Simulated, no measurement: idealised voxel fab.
Title: Process Module voxel capacitor over wiring
Shown is cross-section cut, with a width of 225 nm and square cells of size 5 nm.
A cross-section is a grid of square cells, given in bands from the top down. A band is one or more rows of cells. What a band's entry tells you: where the top is and where the bottom is, as heights in nm, and after that what lies inside, material by material from left to right, each with its width in nm. Empty space is written as the word "blank", and a single material marked with the word "everywhere" occupies the band from edge to edge. Zero point of the height axis is 0; under it, received wafer = one material. Lowest band: continues down indefinitely, "top 0, no bottom". A two-number width, for instance "30 to 40", indicates that the width is equal to the first number in the top row of the band and to the second number in the bottom row, and that it changes by a constant amount per row of cells. "nothing got changed", as given for a step, is the statement that not any cell of the cross-section underwent a change during that step. In the "Closed void listing" entry, you get each enclosed empty space of 8 cells or more, one with no open way to the top, written width x height at distance, distance from the left edge, in nm. Where a step's line continues beyond its settings, the continuation is a remark by the simulator itself on that step. overlay nm: on a step with a mask, how far right of its planned place the mask lay; negative means left.

## These are the steps we planned for the process
1 RECEIVE, material Si
2 CONFORMAL_DEP, material SiO2, thk nm 10
3 DIRECTIONAL_DEP, material TiN, thk nm 5
4 DIRECTIONAL_DEP, material Ru, thk nm 20
5 PATTERN, tone cover, mask id METAL_1, material resist, width nm 20, pitch nm 80, thk nm 15, overlay nm 0
6 DIRECTIONAL_ETCH, etch materials Ru, depth nm 20
7 DIRECTIONAL_ETCH, etch materials TiN, depth nm 5
8 STRIP, etch materials resist
9 FILL_DEP, material lowk, thk nm 10
10 CMP, height nm 35
11 CONFORMAL_DEP, material SiCN, thk nm 5
12 DIRECTIONAL_DEP, material lowk, thk nm 20
13 DIRECTIONAL_DEP, material aC, thk nm 15
14 PATTERN, tone open, mask id PLUG_1, material resist, width nm 15, thk nm 35, overlay nm 0
15 DIRECTIONAL_ETCH, etch materials aC, depth nm 15
16 STRIP, etch materials resist
17 DIRECTIONAL_ETCH, etch materials lowk, depth nm 20
18 DIRECTIONAL_ETCH, etch materials SiCN, depth nm 5
19 STRIP, etch materials aC
20 CONFORMAL_DEP, material TiN, thk nm 5
21 FILL_DEP, material W, thk nm 10
22 CMP, height nm 60
23 DIRECTIONAL_DEP, material TiN, thk nm 5
24 DIRECTIONAL_DEP, material Al2O3, thk nm 5
25 DIRECTIONAL_DEP, material TiN, thk nm 5
26 MASKED_ETCH, tone cover, mask id UPPER_PLATE, width nm 65, etch materials TiN, depth nm 5, overlay nm 0
27 MASKED_ETCH, tone cover, mask id UPPER_PLATE, width nm 65, etch materials Al2O3, depth nm 5, overlay nm 0
28 DIRECTIONAL_DEP, material aC, thk nm 15
29 PATTERN, tone cover, mask id LOWER_PLATE, material resist, width nm 75, thk nm 30, overlay nm 0
30 DIRECTIONAL_ETCH, etch materials aC, depth nm 15
31 STRIP, etch materials resist
32 DIRECTIONAL_ETCH, etch materials TiN, depth nm 5
33 STRIP, etch materials aC
34 FILL_DEP, material SiO2, thk nm 20
35 CMP, height nm 90
36 DIRECTIONAL_DEP, material aC, thk nm 10
37 PATTERN, tone open, mask id PLUG_2, material resist, width nm 15, thk nm 30, overlay nm -15
38 DIRECTIONAL_ETCH, etch materials aC, depth nm 10
39 STRIP, etch materials resist
40 DIRECTIONAL_ETCH, etch materials SiO2, depth nm 15
41 STRIP, etch materials aC
42 CONFORMAL_DEP, material TiN, thk nm 5
43 FILL_DEP, material Cu, thk nm 5
44 CMP, height nm 90
45 CONFORMAL_DEP, material SiCN, thk nm 5
It is noted that the wafers described herein are identical at the outset and are distinguished by the overlay nm of step 37; the value stated in the plan corresponds to the first wafer.

## Cross-sectional view of the first of several wafers in the as-received condition, corresponding to the state following step 1
top 0, no bottom: Si everywhere
Closed void listing: none

## Cross-section, first of several wafers, end of module, after last step 45
top 95, bottom 90: SiCN everywhere
top 90, bottom 80: 60 nm SiO2 | 5 nm TiN | 5 nm Cu | 5 nm TiN | 150 nm SiO2
top 80, bottom 70: 60 to 65 nm SiO2 | 15 to 65 nm TiN | 150 to 95 nm SiO2
top 70, bottom 65: 65 nm SiO2 | 65 nm Al2O3 | 95 nm SiO2
top 65, bottom 60: 60 nm SiO2 | 75 nm TiN | 90 nm SiO2
top 60, bottom 40: 65 nm lowk | 5 nm TiN | 5 nm W | 5 nm TiN | 145 nm lowk
top 40, bottom 35: 65 nm SiCN | 15 nm TiN | 145 nm SiCN
top 35, bottom 15: 60 nm lowk | 20 nm Ru | 60 nm lowk | 20 nm Ru | 65 nm lowk
top 15, bottom 10: 60 nm lowk | 20 nm TiN | 60 nm lowk | 20 nm TiN | 65 nm lowk
top 10, bottom 0: SiO2 everywhere
top 0, no bottom: Si everywhere
Closed void listing: none

## Module end, final wafer: cross-section
top 95, bottom 90: SiCN everywhere
top 90, bottom 80: 90 nm SiO2 | 5 nm TiN | 5 nm Cu | 5 nm TiN | 120 nm SiO2
top 80, bottom 70: 90 to 65 nm SiO2 | 15 to 65 nm TiN | 120 to 95 nm SiO2
top 70, bottom 65: 65 nm SiO2 | 65 nm Al2O3 | 95 nm SiO2
top 65, bottom 60: 60 nm SiO2 | 75 nm TiN | 90 nm SiO2
top 60, bottom 40: 65 nm lowk | 5 nm TiN | 5 nm W | 5 nm TiN | 145 nm lowk
top 40, bottom 35: 65 nm SiCN | 15 nm TiN | 145 nm SiCN
top 35, bottom 15: 60 nm lowk | 20 nm Ru | 60 nm lowk | 20 nm Ru | 65 nm lowk
top 15, bottom 10: 60 nm lowk | 20 nm TiN | 60 nm lowk | 20 nm TiN | 65 nm lowk
top 10, bottom 0: SiO2 everywhere
top 0, no bottom: Si everywhere
Closed void listing: none

## Each row below is a wafer at the end of the module, listing for every material the number of cells it has gained (+) or lost (-) since it was received, followed by its closed voids
overlay nm -15, +13 Al2O3, +2 Cu, +32 Ru, +87 SiCN, +310 SiO2, +54 TiN, +4 W, +353 lowk, Closed void listing: none
overlay nm -10, +13 Al2O3, +2 Cu, +32 Ru, +87 SiCN, +310 SiO2, +54 TiN, +4 W, +353 lowk, Closed void listing: none
overlay nm -5, +13 Al2O3, +2 Cu, +32 Ru, +87 SiCN, +310 SiO2, +54 TiN, +4 W, +353 lowk, Closed void listing: none
overlay nm 0, +13 Al2O3, +2 Cu, +32 Ru, +87 SiCN, +310 SiO2, +54 TiN, +4 W, +353 lowk, Closed void listing: none
overlay nm 5, +13 Al2O3, +2 Cu, +32 Ru, +87 SiCN, +310 SiO2, +54 TiN, +4 W, +353 lowk, Closed void listing: none
overlay nm 10, +13 Al2O3, +2 Cu, +32 Ru, +87 SiCN, +310 SiO2, +54 TiN, +4 W, +353 lowk, Closed void listing: none
overlay nm 15, +13 Al2O3, +2 Cu, +32 Ru, +87 SiCN, +310 SiO2, +54 TiN, +4 W, +353 lowk, Closed void listing: none
